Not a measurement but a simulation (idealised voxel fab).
The document below concerns the process module designated voxel ribs on slabs.
We display cut, a cross-section 220 nm in width whose square cells are each 5 nm.
Think of the cross-section as a grid of square cells. We describe it in bands, top to bottom, and each band covers one or more rows of those cells.
Look at the band entry: it leads with the top's height and the bottom's height in nm. Then it lists the materials left to right, with a width in nm for each. The word "everywhere" on a single material says that material fills the band edge to edge. The word "air" is empty space.
Counting heights begins at 0, where everything beneath is, in the wafer as received, one material. The lowest band has no bottom; it goes on downwards, as "0 -> down" shows.
A width given as "30->40" starts at the first number in the band's top row and ends at the second number in its bottom row, shifting by an equal amount at every step from row to row.
A step reported as "no change occurred" is a step in which no cell of the cross-section changed.
Entry "Enclosed empty spaces". Content: empty spaces with no open connection to the top, size 8 cells or greater. Each: width x height at distance. Distance: from left edge. Unit: nm.
Note: text after step settings on the step line = simulator remark on that step.
overlay nm: right-of-plan distance of the mask on a masked step; negative values mean left-of-plan.

### Steps planned for the process
1: RECEIVE | material Si
2: DIRECTIONAL_DEP | material SiO2 | thk nm 20
3: DIRECTIONAL_DEP | material polySi | thk nm 20
4: PATTERN | tone cover | mask id RIB | material resist | width nm 20 | thk nm 20 | overlay nm 0
5: DIRECTIONAL_ETCH | etch materials polySi | depth nm 5
6: STRIP | etch materials resist
7: DIRECTIONAL_DEP | material aC | thk nm 10
8: PATTERN | tone cover | mask id SLAB | material resist | width nm 70 | thk nm 30 | overlay nm 0
9: DIRECTIONAL_ETCH | etch materials aC | depth nm 10
10: STRIP | etch materials resist
11: DIRECTIONAL_ETCH | etch materials polySi | depth nm 15
12: STRIP | etch materials aC
13: FILL_DEP | material SiO2 | thk nm 20
14: CMP | height nm 55
15: DIRECTIONAL_DEP | material TiN | thk nm 10
16: PATTERN | tone cover | mask id HEATER | material resist | width nm 30 | thk nm 15 | overlay nm 0
17: DIRECTIONAL_ETCH | etch materials TiN | depth nm 10
18: STRIP | etch materials resist
19: CONFORMAL_DEP | material SiN | thk nm 5

### So, the first of our two wafers, run just as we planned it

### As-received wafer cross-section (after step 1)
- 0 -> down | Si everywhere
- Enclosed empty spaces: none

### After step 2: wafer cross-section
- 20 -> 0 | SiO2 everywhere
- Anything lower than 0 is untouched.

### After step 3: wafer cross-section
- 40 -> 20 | polySi everywhere
- Anything lower than 20 is untouched.

### After step 4: wafer cross-section
- 60 -> 40 | air=100 | resist=20 | air=100
- Anything lower than 40 is untouched.

### After step 5: wafer cross-section
- 60 -> 40 | air=100 | resist=20 | air=100
- 40 -> 35 | air=100 | polySi=20 | air=100
- Anything lower than 35 is untouched.

### After step 6: wafer cross-section
- 40 -> 35 | air=100 | polySi=20 | air=100
- Anything lower than 35 is untouched.

### After step 7: wafer cross-section
- 50 -> 45 | air=100 | aC=20 | air=100
- 45 -> 40 | aC everywhere
- 40 -> 35 | aC=100 | polySi=20 | aC=100
- Anything lower than 35 is untouched.

### After step 8: wafer cross-section
- 80 -> 50 | air=75 | resist=70 | air=75
- 50 -> 45 | air=75 | resist=25 | aC=20 | resist=25 | air=75
- Anything lower than 45 is untouched.

### After step 9: wafer cross-section
- 70 -> 50 | air=75 | resist=70 | air=75
- 50 -> 45 | air=75 | resist=25 | aC=20 | resist=25 | air=75
- 45 -> 40 | air=75 | aC=70 | air=75
- 40 -> 35 | air=75 | aC=25 | polySi=20 | aC=25 | air=75
- Anything lower than 35 is untouched.

### After step 10: wafer cross-section
- 50 -> 40 | air=100->75 | aC=20->70 | air=100->75
- Anything lower than 40 is untouched.

### After step 11: wafer cross-section
- 50 -> 40 | air=100->75 | aC=20->70 | air=100->75
- 40 -> 35 | air=75 | aC=25 | polySi=20 | aC=25 | air=75
- 35 -> 20 | air=75 | polySi=70 | air=75
- Anything lower than 20 is untouched.

### After step 12: wafer cross-section
- 40 -> 35 | air=100 | polySi=20 | air=100
- Anything lower than 35 is untouched.

### After step 13: wafer cross-section
- 60 -> 40 | SiO2 everywhere
- 40 -> 35 | SiO2=100 | polySi=20 | SiO2=100
- 35 -> 20 | SiO2=75 | polySi=70 | SiO2=75
- Anything lower than 20 is untouched.

### After step 14: wafer cross-section
- 55 -> 40 | SiO2 everywhere
- Anything lower than 40 is untouched.

### After step 15: wafer cross-section
- 65 -> 55 | TiN everywhere
- Anything lower than 55 is untouched.

### After step 16: wafer cross-section
- 80 -> 65 | air=95 | resist=30 | air=95
- Anything lower than 65 is untouched.

### After step 17: wafer cross-section
- 80 -> 65 | air=95 | resist=30 | air=95
- 65 -> 55 | air=95 | TiN=30 | air=95
- Anything lower than 55 is untouched.

### After step 18: wafer cross-section
- 65 -> 55 | air=95 | TiN=30 | air=95
- Anything lower than 55 is untouched.

### After step 19: wafer cross-section
- 70 -> 65 | air=90 | SiN=40 | air=90
- 65 -> 60 | air=90 | SiN=5 | TiN=30 | SiN=5 | air=90
- 60 -> 55 | SiN=95 | TiN=30 | SiN=95
- Anything lower than 55 is untouched.

### Wafer two: like wafer one in start and plan, but with one mistake in execution; identical up to and including step 14

### The second wafer in cross-section, at the planned close of step 15
- 65 -> 55 | aC everywhere
- Anything lower than 55 is untouched.

### The second wafer in cross-section, at the planned close of step 16
- 80 -> 65 | air=95 | resist=30 | air=95
- Anything lower than 65 is untouched.

The second wafer in cross-section, at the planned close of step 17: no change occurred

### The second wafer in cross-section, at the planned close of step 18
- 65 -> 55 | aC everywhere
- Anything lower than 55 is untouched.

### The second wafer in cross-section, at the planned close of step 19
- 70 -> 65 | SiN everywhere
- Anything lower than 65 is untouched.
what went wrong: step 15 ran differently from the plan; actual operation with settings: DIRECTIONAL_DEP | material aC | thk nm 10
The closing comparison, in cells, has the second wafer with more or fewer of some materials than the first: SiN: 4 fewer; TiN: 12 fewer; aC: 88 more
